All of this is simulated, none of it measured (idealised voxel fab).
The process module that follows is named voxel double patterning.
Section cut is 175 nm wide and gridded with 5 nm square cells.
For the purposes of this document, a cross-section shall be understood as a grid of square cells, specified as bands listed in top-to-bottom order, each band consisting of one or more rows of cells.
Top, bottom (nm), then materials left to right with widths (nm); lone material tagged "edge to edge" fills the whole band edge to edge; "blank" = empty space.
Beneath 0, the wafer as received is one material, and that level is where height counting begins. The lowest band goes on downward without a bottom; it is written like "0 and below".
Width spec "30..40" -> top row of cells at first value, bottom row at second value, equal per-row change in between.
No cell of the cross-section changed in a step that is given as "identical to before".
Empty spaces counting at least 8 cells and having no open way to the top are listed in "Trapped voids". The notation width x height at distance is used for each, the distance being from the left edge and all three values in nm.
On a step's line, text after the settings is the simulator commenting on that step.
"overlay nm", when on a step's line for a step with a mask, measures how far to the right of its planned place the mask lay; a negative measure means to the left.
How should the pairs below be read? Each gives the cross-section before one process step and the cross-section after it, the latter drawn only to the lowest band that changed; the step that lies between them, with its settings, appears under the pair. Does a pair pick up where the pair above left off? Only where its entry headed "State on entry" says so, since pairs can come from different runs of this module on the same starting wafer.

# State on entry
    0 and below = Si edge to edge
    Trapped voids: none

# Step Outcome
    10 down to 0 = SiN edge to edge
    For the remainder of the cross-section, below 0, there is no change.
    Trapped voids: none
The process step separating the two cross-sections depicted above is as follows: CONFORMAL_DEP,material SiN,thk nm 10

State on entry: the state before this step is the cross-section shown after the step in the pair just above.

# Step Outcome
    30 down to 10 = SiO2 edge to edge
    For the remainder of the cross-section, below 10, there is no change.
    Trapped voids: none
The process step separating the two cross-sections depicted above is as follows: DIRECTIONAL_DEP,material SiO2,thk nm 20

State on entry: the state before this step is the cross-section shown after the step in the pair just above.

# Step Outcome
    40 down to 30 = SiCN edge to edge
    For the remainder of the cross-section, below 30, there is no change.
    Trapped voids: none
The process step separating the two cross-sections depicted above is as follows: DIRECTIONAL_DEP,material SiCN,thk nm 10

State on entry: the state before this step is the cross-section shown after the step in the pair just above.

# Step Outcome
    40 down to 30 = 55 of SiCN, 15 of blank, 35 of SiCN, 15 of blank, 55 of SiCN
    For the remainder of the cross-section, below 30, there is no change.
    Trapped voids: none
The process step separating the two cross-sections depicted above is as follows: MASKED_ETCH,tone open,mask id FIRST,width nm 15,pitch nm 50,etch materials SiCN,depth nm 10,overlay nm 0

State on entry: the state before this step is the cross-section shown after the step in the pair just above.

# Step Outcome
    55 down to 45 = 55 of aC, 15 of blank, 35 of aC, 15 of blank, 55 of aC
    45 down to 40 = aC edge to edge
    40 down to 30 = 55 of SiCN, 15 of aC, 35 of SiCN, 15 of aC, 55 of SiCN
    For the remainder of the cross-section, below 30, there is no change.
    Trapped voids: none
The process step separating the two cross-sections depicted above is as follows: DIRECTIONAL_DEP,material aC,thk nm 15

State on entry: the state before this step is the cross-section shown after the step in the pair just above.

# Step Outcome
    90 down to 55 = 80 of resist, 15 of blank, 80 of resist
    55 down to 45 = 55 of aC, 15 of resist, 35 of aC, 15 of resist, 55 of aC
    For the remainder of the cross-section, below 45, there is no change.
    Trapped voids: none
The process step separating the two cross-sections depicted above is as follows: PATTERN,tone open,mask id SECOND,material resist,width nm 15,thk nm 35,overlay nm 0

State on entry: the state before this step is the cross-section shown after the step in the pair just above.

# Step Outcome
    75 down to 55 = 80 of resist, 15 of blank, 80 of resist
    55 down to 45 = 55 of aC, 15 of resist, 10 of aC, 15 of blank, 10 of aC, 15 of resist, 55 of aC
    45 down to 40 = 80 of aC, 15 of blank, 80 of aC
    For the remainder of the cross-section, below 40, there is no change.
    Trapped voids: none
The process step separating the two cross-sections depicted above is as follows: DIRECTIONAL_ETCH,etch materials aC,depth nm 15

State on entry: the state before this step is the cross-section shown after the step in the pair just above.

# Step Outcome
    55 down to 45 = 55 of aC, 15 of blank, 10 of aC, 15 of blank, 10 of aC, 15 of blank, 55 of aC
    For the remainder of the cross-section, below 45, there is no change.
    Trapped voids: none
The process step separating the two cross-sections depicted above is as follows: STRIP,etch materials resist

State on entry: the state before this step is the cross-section shown after the step in the pair just above.

# Step Outcome
    55 down to 45 = 55 of aC, 15 of blank, 10 of aC, 15 of blank, 10 of aC, 15 of blank, 55 of aC
    45 down to 40 = 80 of aC, 15 of blank, 80 of aC
    40 down to 30 = 55 of SiCN, 15 of aC, 10 of SiCN, 15 of blank, 10 of SiCN, 15 of aC, 55 of SiCN
    For the remainder of the cross-section, below 30, there is no change.
    Trapped voids: none
The process step separating the two cross-sections depicted above is as follows: DIRECTIONAL_ETCH,etch materials SiCN,depth nm 10

State on entry: the state before this step is the cross-section shown after the step in the pair just above.

# Step Outcome
    40 down to 30 = 55 of SiCN, 15 of blank, 10 of SiCN, 15 of blank, 10 of SiCN, 15 of blank, 55 of SiCN
    For the remainder of the cross-section, below 30, there is no change.
    Trapped voids: none
The process step separating the two cross-sections depicted above is as follows: STRIP,etch materials aC

State on entry: the state before this step is the cross-section shown after the step in the pair just above.

# Step Outcome
    40 down to 30 = 55 of SiCN, 15 of blank, 10 of SiCN, 15 of blank, 10 of SiCN, 15 of blank, 55 of SiCN
    30 down to 10 = 55 of SiO2, 15 of blank, 10 of SiO2, 15 of blank, 10 of SiO2, 15 of blank, 55 of SiO2
    For the remainder of the cross-section, below 10, there is no change.
    Trapped voids: none
The process step separating the two cross-sections depicted above is as follows: DIRECTIONAL_ETCH,etch materials SiO2,depth nm 20

State on entry: the state before this step is the cross-section shown after the step in the pair just above.

# Step Outcome
    30 down to 10 = 55 of SiO2, 15 of blank, 10 of SiO2, 15 of blank, 10 of SiO2, 15 of blank, 55 of SiO2
    For the remainder of the cross-section, below 10, there is no change.
    Trapped voids: none
The process step separating the two cross-sections depicted above is as follows: STRIP,etch materials SiCN

# State on entry
    0 and below = Si edge to edge
    Trapped voids: none

# Step Outcome
    20 down to 0 = SiO2 edge to edge
    For the remainder of the cross-section, below 0, there is no change.
    Trapped voids: none
The process step separating the two cross-sections depicted above is as follows: DIRECTIONAL_DEP,material SiO2,thk nm 20

State on entry: the state before this step is the cross-section shown after the step in the pair just above.

# Step Outcome
    30 down to 20 = SiCN edge to edge
    For the remainder of the cross-section, below 20, there is no change.
    Trapped voids: none
The process step separating the two cross-sections depicted above is as follows: DIRECTIONAL_DEP,material SiCN,thk nm 10

State on entry: the state before this step is the cross-section shown after the step in the pair just above.

# Step Outcome
    30 down to 20 = 55 of SiCN, 15 of blank, 35 of SiCN, 15 of blank, 55 of SiCN
    For the remainder of the cross-section, below 20, there is no change.
    Trapped voids: none
The process step separating the two cross-sections depicted above is as follows: MASKED_ETCH,tone open,mask id FIRST,width nm 15,pitch nm 50,etch materials SiCN,depth nm 10,overlay nm 0

State on entry: the state before this step is the cross-section shown after the step in the pair just above.

# Step Outcome
    45 down to 35 = 55 of aC, 15 of blank, 35 of aC, 15 of blank, 55 of aC
    35 down to 30 = aC edge to edge
    30 down to 20 = 55 of SiCN, 15 of aC, 35 of SiCN, 15 of aC, 55 of SiCN
    For the remainder of the cross-section, below 20, there is no change.
    Trapped voids: none
The process step separating the two cross-sections depicted above is as follows: DIRECTIONAL_DEP,material aC,thk nm 15

State on entry: the state before this step is the cross-section shown after the step in the pair just above.

# Step Outcome
    80 down to 45 = 80 of resist, 15 of blank, 80 of resist
    45 down to 35 = 55 of aC, 15 of resist, 35 of aC, 15 of resist, 55 of aC
    For the remainder of the cross-section, below 35, there is no change.
    Trapped voids: none
The process step separating the two cross-sections depicted above is as follows: PATTERN,tone open,mask id SECOND,material resist,width nm 15,thk nm 35,overlay nm 0

State on entry: the state before this step is the cross-section shown after the step in the pair just above.

# Step Outcome
    65 down to 45 = 80 of resist, 15 of blank, 80 of resist
    45 down to 35 = 55 of aC, 15 of resist, 10 of aC, 15 of blank, 10 of aC, 15 of resist, 55 of aC
    35 down to 30 = 80 of aC, 15 of blank, 80 of aC
    For the remainder of the cross-section, below 30, there is no change.
    Trapped voids: none
The process step separating the two cross-sections depicted above is as follows: DIRECTIONAL_ETCH,etch materials aC,depth nm 15

State on entry: the state before this step is the cross-section shown after the step in the pair just above.

# Step Outcome
    45 down to 35 = 55 of aC, 15 of blank, 10 of aC, 15 of blank, 10 of aC, 15 of blank, 55 of aC
    For the remainder of the cross-section, below 35, there is no change.
    Trapped voids: none
The process step separating the two cross-sections depicted above is as follows: STRIP,etch materials resist

State on entry: the state before this step is the cross-section shown after the step in the pair just above.

# Step Outcome
    45 down to 35 = 55 of aC, 15 of blank, 10 of aC, 15 of blank, 10 of aC, 15 of blank, 55 of aC
    35 down to 30 = 80 of aC, 15 of blank, 80 of aC
    30 down to 20 = 55 of SiCN, 15 of aC, 10 of SiCN, 15 of blank, 10 of SiCN, 15 of aC, 55 of SiCN
    For the remainder of the cross-section, below 20, there is no change.
    Trapped voids: none
The process step separating the two cross-sections depicted above is as follows: DIRECTIONAL_ETCH,etch materials SiCN,depth nm 10

State on entry: the state before this step is the cross-section shown after the step in the pair just above.

# Step Outcome
    30 down to 20 = 55 of SiCN, 15 of blank, 10 of SiCN, 15 of blank, 10 of SiCN, 15 of blank, 55 of SiCN
    For the remainder of the cross-section, below 20, there is no change.
    Trapped voids: none
The process step separating the two cross-sections depicted above is as follows: STRIP,etch materials aC

State on entry: the state before this step is the cross-section shown after the step in the pair just above.

# Step Outcome
    30 down to 20 = 55 of SiCN, 15 of blank, 10 of SiCN, 15 of blank, 10 of SiCN, 15 of blank, 55 of SiCN
    20 down to 0 = 55 of SiO2, 15 of blank, 10 of SiO2, 15 of blank, 10 of SiO2, 15 of blank, 55 of SiO2
    For the remainder of the cross-section, below 0, there is no change.
    Trapped voids: none
The process step separating the two cross-sections depicted above is as follows: DIRECTIONAL_ETCH,etch materials SiO2,depth nm 20

State on entry: the state before this step is the cross-section shown after the step in the pair just above.

# Step Outcome
    20 down to 0 = 55 of SiO2, 15 of blank, 10 of SiO2, 15 of blank, 10 of SiO2, 15 of blank, 55 of SiO2
    For the remainder of the cross-section, below 0, there is no change.
    Trapped voids: none
The process step separating the two cross-sections depicted above is as follows: STRIP,etch materials SiCN

# State on entry
    30 down to 10 = SiO2 edge to edge
    10 down to 0 = SiN edge to edge
    0 and below = Si edge to edge
    Trapped voids: none

# Step Outcome
    50 down to 10 = SiO2 edge to edge
    For the remainder of the cross-section, below 10, there is no change.
    Trapped voids: none
The process step separating the two cross-sections depicted above is as follows: DIRECTIONAL_DEP,material SiO2,thk nm 20

State on entry: the state before this step is the cross-section shown after the step in the pair just above.

# Step Outcome
    60 down to 50 = SiCN edge to edge
    For the remainder of the cross-section, below 50, there is no change.
    Trapped voids: none
The process step separating the two cross-sections depicted above is as follows: DIRECTIONAL_DEP,material SiCN,thk nm 10

State on entry: the state before this step is the cross-section shown after the step in the pair just above.

# Step Outcome
    60 down to 50 = 55 of SiCN, 15 of blank, 35 of SiCN, 15 of blank, 55 of SiCN
    For the remainder of the cross-section, below 50, there is no change.
    Trapped voids: none
The process step separating the two cross-sections depicted above is as follows: MASKED_ETCH,tone open,mask id FIRST,width nm 15,pitch nm 50,etch materials SiCN,depth nm 10,overlay nm 0

State on entry: the state before this step is the cross-section shown after the step in the pair just above.

# Step Outcome
    75 down to 65 = 55 of aC, 15 of blank, 35 of aC, 15 of blank, 55 of aC
    65 down to 60 = aC edge to edge
    60 down to 50 = 55 of SiCN, 15 of aC, 35 of SiCN, 15 of aC, 55 of SiCN
    For the remainder of the cross-section, below 50, there is no change.
    Trapped voids: none
The process step separating the two cross-sections depicted above is as follows: DIRECTIONAL_DEP,material aC,thk nm 15

State on entry: the state before this step is the cross-section shown after the step in the pair just above.

# Step Outcome
    110 down to 75 = 80 of resist, 15 of blank, 80 of resist
    75 down to 65 = 55 of aC, 15 of resist, 35 of aC, 15 of resist, 55 of aC
    For the remainder of the cross-section, below 65, there is no change.
    Trapped voids: none
The process step separating the two cross-sections depicted above is as follows: PATTERN,tone open,mask id SECOND,material resist,width nm 15,thk nm 35,overlay nm 0

State on entry: the state before this step is the cross-section shown after the step in the pair just above.

# Step Outcome
    95 down to 75 = 80 of resist, 15 of blank, 80 of resist
    75 down to 65 = 55 of aC, 15 of resist, 10 of aC, 15 of blank, 10 of aC, 15 of resist, 55 of aC
    65 down to 60 = 80 of aC, 15 of blank, 80 of aC
    For the remainder of the cross-section, below 60, there is no change.
    Trapped voids: none
The process step separating the two cross-sections depicted above is as follows: DIRECTIONAL_ETCH,etch materials aC,depth nm 15

State on entry: the state before this step is the cross-section shown after the step in the pair just above.

# Step Outcome
    75 down to 65 = 55 of aC, 15 of blank, 10 of aC, 15 of blank, 10 of aC, 15 of blank, 55 of aC
    For the remainder of the cross-section, below 65, there is no change.
    Trapped voids: none
The process step separating the two cross-sections depicted above is as follows: STRIP,etch materials resist

State on entry: the state before this step is the cross-section shown after the step in the pair just above.

# Step Outcome
    75 down to 65 = 55 of aC, 15 of blank, 10 of aC, 15 of blank, 10 of aC, 15 of blank, 55 of aC
    65 down to 60 = 80 of aC, 15 of blank, 80 of aC
    60 down to 50 = 55 of SiCN, 15 of aC, 10 of SiCN, 15 of blank, 10 of SiCN, 15 of aC, 55 of SiCN
    For the remainder of the cross-section, below 50, there is no change.
    Trapped voids: none
The process step separating the two cross-sections depicted above is as follows: DIRECTIONAL_ETCH,etch materials SiCN,depth nm 10

State on entry: the state before this step is the cross-section shown after the step in the pair just above.

# Step Outcome
    60 down to 50 = 55 of SiCN, 15 of blank, 10 of SiCN, 15 of blank, 10 of SiCN, 15 of blank, 55 of SiCN
    For the remainder of the cross-section, below 50, there is no change.
    Trapped voids: none
The process step separating the two cross-sections depicted above is as follows: STRIP,etch materials aC

State on entry: the state before this step is the cross-section shown after the step in the pair just above.

# Step Outcome
    60 down to 50 = 55 of SiCN, 15 of blank, 10 of SiCN, 15 of blank, 10 of SiCN, 15 of blank, 55 of SiCN
    50 down to 30 = 55 of SiO2, 15 of blank, 10 of SiO2, 15 of blank, 10 of SiO2, 15 of blank, 55 of SiO2
    For the remainder of the cross-section, below 30, there is no change.
    Trapped voids: none
The process step separating the two cross-sections depicted above is as follows: DIRECTIONAL_ETCH,etch materials SiO2,depth nm 20

State on entry: the state before this step is the cross-section shown after the step in the pair just above.

# Step Outcome
    50 down to 30 = 55 of SiO2, 15 of blank, 10 of SiO2, 15 of blank, 10 of SiO2, 15 of blank, 55 of SiO2
    For the remainder of the cross-section, below 30, there is no change.
    Trapped voids: none
The process step separating the two cross-sections depicted above is as follows: STRIP,etch materials SiCN

# State on entry
    20 down to 0 = SiO2 edge to edge
    0 and below = Si edge to edge
    Trapped voids: none

# Step Outcome
    30 down to 20 = SiN edge to edge
    For the remainder of the cross-section, below 20, there is no change.
    Trapped voids: none
The process step separating the two cross-sections depicted above is as follows: CONFORMAL_DEP,material SiN,thk nm 10

State on entry: the state before this step is the cross-section shown after the step in the pair just above.

# Step Outcome
    40 down to 30 = SiCN edge to edge
    For the remainder of the cross-section, below 30, there is no change.
    Trapped voids: none
The process step separating the two cross-sections depicted above is as follows: DIRECTIONAL_DEP,material SiCN,thk nm 10

State on entry: the state before this step is the cross-section shown after the step in the pair just above.

# Step Outcome
    40 down to 30 = 55 of SiCN, 15 of blank, 35 of SiCN, 15 of blank, 55 of SiCN
    For the remainder of the cross-section, below 30, there is no change.
    Trapped voids: none
The process step separating the two cross-sections depicted above is as follows: MASKED_ETCH,tone open,mask id FIRST,width nm 15,pitch nm 50,etch materials SiCN,depth nm 10,overlay nm 0

State on entry: the state before this step is the cross-section shown after the step in the pair just above.

# Step Outcome
    55 down to 45 = 55 of aC, 15 of blank, 35 of aC, 15 of blank, 55 of aC
    45 down to 40 = aC edge to edge
    40 down to 30 = 55 of SiCN, 15 of aC, 35 of SiCN, 15 of aC, 55 of SiCN
    For the remainder of the cross-section, below 30, there is no change.
    Trapped voids: none
The process step separating the two cross-sections depicted above is as follows: DIRECTIONAL_DEP,material aC,thk nm 15

State on entry: the state before this step is the cross-section shown after the step in the pair just above.

# Step Outcome
    90 down to 55 = 80 of resist, 15 of blank, 80 of resist
    55 down to 45 = 55 of aC, 15 of resist, 35 of aC, 15 of resist, 55 of aC
    For the remainder of the cross-section, below 45, there is no change.
    Trapped voids: none
The process step separating the two cross-sections depicted above is as follows: PATTERN,tone open,mask id SECOND,material resist,width nm 15,thk nm 35,overlay nm 0

State on entry: the state before this step is the cross-section shown after the step in the pair just above.

# Step Outcome
    75 down to 55 = 80 of resist, 15 of blank, 80 of resist
    55 down to 45 = 55 of aC, 15 of resist, 10 of aC, 15 of blank, 10 of aC, 15 of resist, 55 of aC
    45 down to 40 = 80 of aC, 15 of blank, 80 of aC
    For the remainder of the cross-section, below 40, there is no change.
    Trapped voids: none
The process step separating the two cross-sections depicted above is as follows: DIRECTIONAL_ETCH,etch materials aC,depth nm 15

State on entry: the state before this step is the cross-section shown after the step in the pair just above.

# Step Outcome
    55 down to 45 = 55 of aC, 15 of blank, 10 of aC, 15 of blank, 10 of aC, 15 of blank, 55 of aC
    For the remainder of the cross-section, below 45, there is no change.
    Trapped voids: none
The process step separating the two cross-sections depicted above is as follows: STRIP,etch materials resist

State on entry: the state before this step is the cross-section shown after the step in the pair just above.

# Step Outcome
    55 down to 45 = 55 of aC, 15 of blank, 10 of aC, 15 of blank, 10 of aC, 15 of blank, 55 of aC
    45 down to 40 = 80 of aC, 15 of blank, 80 of aC
    40 down to 30 = 55 of SiCN, 15 of aC, 10 of SiCN, 15 of blank, 10 of SiCN, 15 of aC, 55 of SiCN
    For the remainder of the cross-section, below 30, there is no change.
    Trapped voids: none
The process step separating the two cross-sections depicted above is as follows: DIRECTIONAL_ETCH,etch materials SiCN,depth nm 10

State on entry: the state before this step is the cross-section shown after the step in the pair just above.

# Step Outcome
    40 down to 30 = 55 of SiCN, 15 of blank, 10 of SiCN, 15 of blank, 10 of SiCN, 15 of blank, 55 of SiCN
    For the remainder of the cross-section, below 30, there is no change.
    Trapped voids: none
The process step separating the two cross-sections depicted above is as follows: STRIP,etch materials aC

State on entry: the state before this step is the cross-section shown after the step in the pair just above.

# Step Outcome
    30 down to 20 = SiN edge to edge
    For the remainder of the cross-section, below 20, there is no change.
    Trapped voids: none
The process step separating the two cross-sections depicted above is as follows: STRIP,etch materials SiCN

# State on entry
    0 and below = Si edge to edge
    Trapped voids: none

# Step Outcome
    15 down to 0 = SiN edge to edge
    For the remainder of the cross-section, below 0, there is no change.
    Trapped voids: none
The process step separating the two cross-sections depicted above is as follows: CONFORMAL_DEP,material SiN,thk nm 15

State on entry: the state before this step is the cross-section shown after the step in the pair just above.

# Step Outcome
    35 down to 15 = SiO2 edge to edge
    For the remainder of the cross-section, below 15, there is no change.
    Trapped voids: none
The process step separating the two cross-sections depicted above is as follows: DIRECTIONAL_DEP,material SiO2,thk nm 20

State on entry: the state before this step is the cross-section shown after the step in the pair just above.

# Step Outcome
    45 down to 35 = SiCN edge to edge
    For the remainder of the cross-section, below 35, there is no change.
    Trapped voids: none
The process step separating the two cross-sections depicted above is as follows: DIRECTIONAL_DEP,material SiCN,thk nm 10

State on entry: the state before this step is the cross-section shown after the step in the pair just above.

# Step Outcome
    45 down to 35 = 55 of SiCN, 15 of blank, 35 of SiCN, 15 of blank, 55 of SiCN
    For the remainder of the cross-section, below 35, there is no change.
    Trapped voids: none
The process step separating the two cross-sections depicted above is as follows: MASKED_ETCH,tone open,mask id FIRST,width nm 15,pitch nm 50,etch materials SiCN,depth nm 10,overlay nm 0

State on entry: the state before this step is the cross-section shown after the step in the pair just above.

# Step Outcome
    60 down to 50 = 55 of aC, 15 of blank, 35 of aC, 15 of blank, 55 of aC
    50 down to 45 = aC edge to edge
    45 down to 35 = 55 of SiCN, 15 of aC, 35 of SiCN, 15 of aC, 55 of SiCN
    For the remainder of the cross-section, below 35, there is no change.
    Trapped voids: none
The process step separating the two cross-sections depicted above is as follows: DIRECTIONAL_DEP,material aC,thk nm 15

State on entry: the state before this step is the cross-section shown after the step in the pair just above.

# Step Outcome
    95 down to 60 = 80 of resist, 15 of blank, 80 of resist
    60 down to 50 = 55 of aC, 15 of resist, 35 of aC, 15 of resist, 55 of aC
    For the remainder of the cross-section, below 50, there is no change.
    Trapped voids: none
The process step separating the two cross-sections depicted above is as follows: PATTERN,tone open,mask id SECOND,material resist,width nm 15,thk nm 35,overlay nm 0

State on entry: the state before this step is the cross-section shown after the step in the pair just above.

# Step Outcome
    80 down to 60 = 80 of resist, 15 of blank, 80 of resist
    60 down to 50 = 55 of aC, 15 of resist, 10 of aC, 15 of blank, 10 of aC, 15 of resist, 55 of aC
    50 down to 45 = 80 of aC, 15 of blank, 80 of aC
    For the remainder of the cross-section, below 45, there is no change.
    Trapped voids: none
The process step separating the two cross-sections depicted above is as follows: DIRECTIONAL_ETCH,etch materials aC,depth nm 15

State on entry: the state before this step is the cross-section shown after the step in the pair just above.

# Step Outcome
    60 down to 50 = 55 of aC, 15 of blank, 10 of aC, 15 of blank, 10 of aC, 15 of blank, 55 of aC
    For the remainder of the cross-section, below 50, there is no change.
    Trapped voids: none
The process step separating the two cross-sections depicted above is as follows: STRIP,etch materials resist

State on entry: the state before this step is the cross-section shown after the step in the pair just above.

# Step Outcome
    60 down to 50 = 55 of aC, 15 of blank, 10 of aC, 15 of blank, 10 of aC, 15 of blank, 55 of aC
    50 down to 45 = 80 of aC, 15 of blank, 80 of aC
    45 down to 35 = 55 of SiCN, 15 of aC, 10 of SiCN, 15 of blank, 10 of SiCN, 15 of aC, 55 of SiCN
    For the remainder of the cross-section, below 35, there is no change.
    Trapped voids: none
The process step separating the two cross-sections depicted above is as follows: DIRECTIONAL_ETCH,etch materials SiCN,depth nm 10

State on entry: the state before this step is the cross-section shown after the step in the pair just above.

# Step Outcome
    45 down to 35 = 55 of SiCN, 15 of blank, 10 of SiCN, 15 of blank, 10 of SiCN, 15 of blank, 55 of SiCN
    For the remainder of the cross-section, below 35, there is no change.
    Trapped voids: none
The process step separating the two cross-sections depicted above is as follows: STRIP,etch materials aC

State on entry: the state before this step is the cross-section shown after the step in the pair just above.

# Step Outcome
    45 down to 35 = 55 of SiCN, 15 of blank, 10 of SiCN, 15 of blank, 10 of SiCN, 15 of blank, 55 of SiCN
    35 down to 15 = 55 of SiO2, 15 of blank, 10 of SiO2, 15 of blank, 10 of SiO2, 15 of blank, 55 of SiO2
    For the remainder of the cross-section, below 15, there is no change.
    Trapped voids: none
The process step separating the two cross-sections depicted above is as follows: DIRECTIONAL_ETCH,etch materials SiO2,depth nm 20

State on entry: the state before this step is the cross-section shown after the step in the pair just above.

# Step Outcome
    35 down to 15 = 55 of SiO2, 15 of blank, 10 of SiO2, 15 of blank, 10 of SiO2, 15 of blank, 55 of SiO2
    For the remainder of the cross-section, below 15, there is no change.
    Trapped voids: none
The process step separating the two cross-sections depicted above is as follows: STRIP,etch materials SiCN

# State on entry
    55 down to 45 = 55 of aC, 15 of blank, 35 of aC, 15 of blank, 55 of aC
    45 down to 40 = aC edge to edge
    40 down to 30 = 55 of SiCN, 15 of aC, 35 of SiCN, 15 of aC, 55 of SiCN
    30 down to 10 = SiO2 edge to edge
    10 down to 0 = SiN edge to edge
    0 and below = Si edge to edge
    Trapped voids: none

# Step Outcome
    90 down to 55 = 75 of resist, 25 of blank, 75 of resist
    55 down to 45 = 55 of aC, 15 of resist, 35 of aC, 15 of resist, 55 of aC
    For the remainder of the cross-section, below 45, there is no change.
    Trapped voids: none
The process step separating the two cross-sections depicted above is as follows: PATTERN,tone open,mask id SECOND,material resist,width nm 25,thk nm 35,overlay nm 0

State on entry: the state before this step is the cross-section shown after the step in the pair just above.

# Step Outcome
    75 down to 55 = 75 of resist, 25 of blank, 75 of resist
    55 down to 45 = 55 of aC, 15 of resist, 5 of aC, 25 of blank, 5 of aC, 15 of resist, 55 of aC
    45 down to 40 = 75 of aC, 25 of blank, 75 of aC
    For the remainder of the cross-section, below 40, there is no change.
    Trapped voids: none
The process step separating the two cross-sections depicted above is as follows: DIRECTIONAL_ETCH,etch materials aC,depth nm 15

State on entry: the state before this step is the cross-section shown after the step in the pair just above.

# Step Outcome
    55 down to 45 = 55 of aC, 15 of blank, 5 of aC, 25 of blank, 5 of aC, 15 of blank, 55 of aC
    For the remainder of the cross-section, below 45, there is no change.
    Trapped voids: none
The process step separating the two cross-sections depicted above is as follows: STRIP,etch materials resist

State on entry: the state before this step is the cross-section shown after the step in the pair just above.

# Step Outcome
    55 down to 45 = 55 of aC, 15 of blank, 5 of aC, 25 of blank, 5 of aC, 15 of blank, 55 of aC
    45 down to 40 = 75 of aC, 25 of blank, 75 of aC
    40 down to 30 = 55 of SiCN, 15 of aC, 5 of SiCN, 25 of blank, 5 of SiCN, 15 of aC, 55 of SiCN
    For the remainder of the cross-section, below 30, there is no change.
    Trapped voids: none
The process step separating the two cross-sections depicted above is as follows: DIRECTIONAL_ETCH,etch materials SiCN,depth nm 10

State on entry: the state before this step is the cross-section shown after the step in the pair just above.

# Step Outcome
    40 down to 30 = 55 of SiCN, 15 of blank, 5 of SiCN, 25 of blank, 5 of SiCN, 15 of blank, 55 of SiCN
    For the remainder of the cross-section, below 30, there is no change.
    Trapped voids: none
The process step separating the two cross-sections depicted above is as follows: STRIP,etch materials aC

State on entry: the state before this step is the cross-section shown after the step in the pair just above.

# Step Outcome
    40 down to 30 = 55 of SiCN, 15 of blank, 5 of SiCN, 25 of blank, 5 of SiCN, 15 of blank, 55 of SiCN
    30 down to 10 = 55 of SiO2, 15 of blank, 5 of SiO2, 25 of blank, 5 of SiO2, 15 of blank, 55 of SiO2
    For the remainder of the cross-section, below 10, there is no change.
    Trapped voids: none
The process step separating the two cross-sections depicted above is as follows: DIRECTIONAL_ETCH,etch materials SiO2,depth nm 20

State on entry: the state before this step is the cross-section shown after the step in the pair just above.

# Step Outcome
    30 down to 10 = 55 of SiO2, 15 of blank, 5 of SiO2, 25 of blank, 5 of SiO2, 15 of blank, 55 of SiO2
    For the remainder of the cross-section, below 10, there is no change.
    Trapped voids: none
The process step separating the two cross-sections depicted above is as follows: STRIP,etch materials SiCN

# State on entry
    40 down to 30 = SiCN edge to edge
    30 down to 10 = SiO2 edge to edge
    10 down to 0 = SiN edge to edge
    0 and below = Si edge to edge
    Trapped voids: none

# Step Outcome
    40 down to 30 = 65 of SiCN, 15 of blank, 35 of SiCN, 15 of blank, 45 of SiCN
    For the remainder of the cross-section, below 30, there is no change.
    Trapped voids: none
The process step separating the two cross-sections depicted above is as follows: MASKED_ETCH,tone open,mask id FIRST,width nm 15,pitch nm 50,etch materials SiCN,depth nm 10,overlay nm 10

State on entry: the state before this step is the cross-section shown after the step in the pair just above.

# Step Outcome
    55 down to 45 = 65 of aC, 15 of blank, 35 of aC, 15 of blank, 45 of aC
    45 down to 40 = aC edge to edge
    40 down to 30 = 65 of SiCN, 15 of aC, 35 of SiCN, 15 of aC, 45 of SiCN
    For the remainder of the cross-section, below 30, there is no change.
    Trapped voids: none
The process step separating the two cross-sections depicted above is as follows: DIRECTIONAL_DEP,material aC,thk nm 15

State on entry: the state before this step is the cross-section shown after the step in the pair just above.

# Step Outcome
    90 down to 55 = 80 of resist, 15 of blank, 80 of resist
    55 down to 45 = 65 of aC, 15 of resist, 35 of aC, 15 of resist, 45 of aC
    For the remainder of the cross-section, below 45, there is no change.
    Trapped voids: none
The process step separating the two cross-sections depicted above is as follows: PATTERN,tone open,mask id SECOND,material resist,width nm 15,thk nm 35,overlay nm 0

State on entry: the state before this step is the cross-section shown after the step in the pair just above.

# Step Outcome
    75 down to 55 = 80 of resist, 15 of blank, 80 of resist
    55 down to 45 = 65 of aC, 15 of resist, 15 of blank, 20 of aC, 15 of resist, 45 of aC
    45 down to 40 = 80 of aC, 15 of blank, 80 of aC
    For the remainder of the cross-section, below 40, there is no change.
    Trapped voids: none
The process step separating the two cross-sections depicted above is as follows: DIRECTIONAL_ETCH,etch materials aC,depth nm 15

State on entry: the state before this step is the cross-section shown after the step in the pair just above.

# Step Outcome
    55 down to 45 = 65 of aC, 30 of blank, 20 of aC, 15 of blank, 45 of aC
    For the remainder of the cross-section, below 45, there is no change.
    Trapped voids: none
The process step separating the two cross-sections depicted above is as follows: STRIP,etch materials resist

State on entry: the state before this step is the cross-section shown after the step in the pair just above.

# Step Outcome
    55 down to 45 = 65 of aC, 30 of blank, 20 of aC, 15 of blank, 45 of aC
    45 down to 40 = 80 of aC, 15 of blank, 80 of aC
    40 down to 30 = 65 of SiCN, 15 of aC, 15 of blank, 20 of SiCN, 15 of aC, 45 of SiCN
    For the remainder of the cross-section, below 30, there is no change.
    Trapped voids: none
The process step separating the two cross-sections depicted above is as follows: DIRECTIONAL_ETCH,etch materials SiCN,depth nm 10

State on entry: the state before this step is the cross-section shown after the step in the pair just above.

# Step Outcome
    40 down to 30 = 65 of SiCN, 30 of blank, 20 of SiCN, 15 of blank, 45 of SiCN
    For the remainder of the cross-section, below 30, there is no change.
    Trapped voids: none
The process step separating the two cross-sections depicted above is as follows: STRIP,etch materials aC

State on entry: the state before this step is the cross-section shown after the step in the pair just above.

# Step Outcome
    40 down to 30 = 65 of SiCN, 30 of blank, 20 of SiCN, 15 of blank, 45 of SiCN
    30 down to 10 = 65 of SiO2, 30 of blank, 20 of SiO2, 15 of blank, 45 of SiO2
    For the remainder of the cross-section, below 10, there is no change.
    Trapped voids: none
The process step separating the two cross-sections depicted above is as follows: DIRECTIONAL_ETCH,etch materials SiO2,depth nm 20

State on entry: the state before this step is the cross-section shown after the step in the pair just above.

# Step Outcome
    30 down to 10 = 65 of SiO2, 30 of blank, 20 of SiO2, 15 of blank, 45 of SiO2
    For the remainder of the cross-section, below 10, there is no change.
    Trapped voids: none
The process step separating the two cross-sections depicted above is as follows: STRIP,etch materials SiCN

# State on entry
    0 and below = Si edge to edge
    Trapped voids: none

# Step Outcome
    10 down to 0 = aC edge to edge
    For the remainder of the cross-section, below 0, there is no change.
    Trapped voids: none
The process step separating the two cross-sections depicted above is as follows: CONFORMAL_DEP,material aC,thk nm 10

State on entry: the state before this step is the cross-section shown after the step in the pair just above.

# Step Outcome
    30 down to 10 = SiO2 edge to edge
    For the remainder of the cross-section, below 10, there is no change.
    Trapped voids: none
The process step separating the two cross-sections depicted above is as follows: DIRECTIONAL_DEP,material SiO2,thk nm 20
